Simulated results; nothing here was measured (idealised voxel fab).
process module | voxel gate over fins
cross-section cut | 150 nm wide | cells 5 nm
A cross-section is a grid of square cells, given in bands from the top down. A band is one or more rows of cells.
Each band's line starts with the height of the band's top and of its bottom, in nm. Then come its materials from left to right, each with its width in nm. One material with "throughout" fills the band from edge to edge. "air" is empty space.
Height 0 is the level under which the wafer as received is all one material. The lowest band goes on downwards, as in "0 down".
A width such as "30 to 40" changes by the same amount from each row of cells to the next, from the band's top row to its bottom row.
"no change" after a step means that no cell of the cross-section changed.
closed voids: empty space of 8 cells or more with no open way to the top, each as width x height at its distance from the left edge, in nm
after a step's settings: what the simulator itself notes on the step
overlay nm, on a step with a mask: how far to the right of its planned place the mask lay; to the left if negative
plan
1 op RECEIVE | material Si
2 op CONFORMAL_DEP | material SiN | thk nm 10
3 op PATTERN | tone cover | mask id FINS | material resist | width nm 15 | pitch nm 35 | thk nm 15 | overlay nm 0
4 op DIRECTIONAL_ETCH | etch materials SiN | depth nm 10
5 op DIRECTIONAL_ETCH | etch materials Si | depth nm 30
6 op STRIP | etch materials resist
7 op OXIDIZE | depth nm 5
8 op FILL_DEP | material SiO2 | thk nm 10
9 op CMP | height nm 10
10 op SELECTIVE_ETCH | etch materials SiO2 | depth nm 20
11 op STRIP | etch materials SiN
12 op CONFORMAL_DEP | material HfO2 | thk nm 5
13 op CONFORMAL_DEP | material TiN | thk nm 5
14 op CONFORMAL_DEP | material TiAl | thk nm 5
15 op CONFORMAL_DEP | material TiN | thk nm 5
16 op FILL_DEP | material W | thk nm 10
17 op CMP | height nm 25
18 op CONFORMAL_DEP | material SiN | thk nm 5
as received, after step 1
  0 down: Si throughout
  closed voids: none
first wafer at the end, as planned
  30 to 25: SiN throughout
  25 to 20: W throughout
  20 to 15: W 15 | TiN 115 | W 20
  15 to 10: W 15 | TiN 5 | TiAl 105 | TiN 5 | W 20
  10 to 5: TiN 20 | TiAl 5 | TiN 25 | TiAl 10 | TiN 25 | TiAl 10 | TiN 25 | TiAl 5 | TiN 25
  5 to 0: TiAl 25 | TiN 5 | HfO2 15 | TiN 5 | TiAl 10 | TiN 5 | HfO2 15 | TiN 5 | TiAl 10 | TiN 5 | HfO2 15 | TiN 5 | TiAl 30
  0 to -5: TiN 30 | HfO2 5 | Si 5 | HfO2 5 | TiN 20 | HfO2 5 | Si 5 | HfO2 5 | TiN 20 | HfO2 5 | Si 5 | HfO2 5 | TiN 35
  -5 to -10: HfO2 35 | Si 5 | HfO2 30 | Si 5 | HfO2 30 | Si 5 | HfO2 40
  -10 to -35: SiO2 35 | Si 5 | SiO2 30 | Si 5 | SiO2 30 | Si 5 | SiO2 40
  -35 down: Si throughout
  closed voids: none
second wafer at the end: like start, like plan, one mistake
  30 to 25: SiN throughout
  25 to 20: W throughout
  20 to 15: W 15 | TiN 115 | W 20
  15 to 10: W 15 | TiN 5 | TiAl 105 | TiN 5 | W 20
  10 to 5: TiN 20 | TiAl 105 | TiN 25
  5 to 0: TiAl 30 | HfO2 15 | TiAl 20 | HfO2 15 | TiAl 20 | HfO2 15 | TiAl 35
  0 to -5: TiAl 30 | HfO2 5 | Si 5 | HfO2 5 | TiAl 20 | HfO2 5 | Si 5 | HfO2 5 | TiAl 20 | HfO2 5 | Si 5 | HfO2 5 | TiAl 35
  -5 to -10: HfO2 35 | Si 5 | HfO2 30 | Si 5 | HfO2 30 | Si 5 | HfO2 40
  -10 to -35: SiO2 35 | Si 5 | SiO2 30 | Si 5 | SiO2 30 | Si 5 | SiO2 40
  -35 down: Si throughout
  closed voids: none
what went wrong: step 13 ran as: op CONFORMAL_DEP | material TiAl | thk nm 5
at the end the second wafer has, in cells: 42 more of TiAl | 42 fewer of TiN
